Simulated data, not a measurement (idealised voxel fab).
process module | voxel lift off
cross-section cut | 140 nm wide | cells 5 nm
A cross-section is a grid of square cells, given in bands from the top down. A band is one or more rows of cells.
Each band's line starts with the height of the band's top and of its bottom, in nm. Then come its materials from left to right, each with its width in nm. One material with "throughout" fills the band from edge to edge. "air" is empty space.
Height 0 is the level under which the wafer as received is all one material. The lowest band goes on downwards, as in "0 down".
A width such as "30 to 40" changes by the same amount from each row of cells to the next, from the band's top row to its bottom row.
"no change" after a step means that no cell of the cross-section changed.
closed voids: empty space of 8 cells or more with no open way to the top, each as width x height at its distance from the left edge, in nm
after a step's settings: what the simulator itself notes on the step
overlay nm, on a step with a mask: how far to the right of its planned place the mask lay; to the left if negative
plan
1 op RECEIVE | material Si
2 op CONFORMAL_DEP | material Al2O3 | thk nm 10
3 op PATTERN | tone open | mask id LINES | material resist | width nm 25 | pitch nm 40 | thk nm 20 | overlay nm 0
4 op DIRECTIONAL_DEP | material Ru | thk nm 10
5 op STRIP | etch materials resist
6 op CONFORMAL_DEP | material SiO2 | thk nm 10
as received, after step 1
  0 down: Si throughout
  closed voids: none
first wafer at the end, as planned
  30 to 20: air 5 | SiO2 125 | air 10
  20 to 10: SiO2 15 | Ru 25 | SiO2 15 | Ru 25 | SiO2 15 | Ru 25 | SiO2 20
  10 to 0: Al2O3 throughout
  0 down: Si throughout
  closed voids: none
second wafer at the end: like start, like plan, one mistake
  30 to 20: air 10 | SiO2 120 | air 10
  20 to 10: SiO2 20 | Ru 20 | SiO2 20 | Ru 20 | SiO2 20 | Ru 20 | SiO2 20
  10 to 0: Al2O3 throughout
  0 down: Si throughout
  closed voids: none
what went wrong: step 3 ran as: op PATTERN | tone open | mask id LINES | material resist | width nm 20 | pitch nm 40 | thk nm 20 | overlay nm 0
at the end the second wafer has, in cells: 6 fewer of Ru | 4 more of SiO2
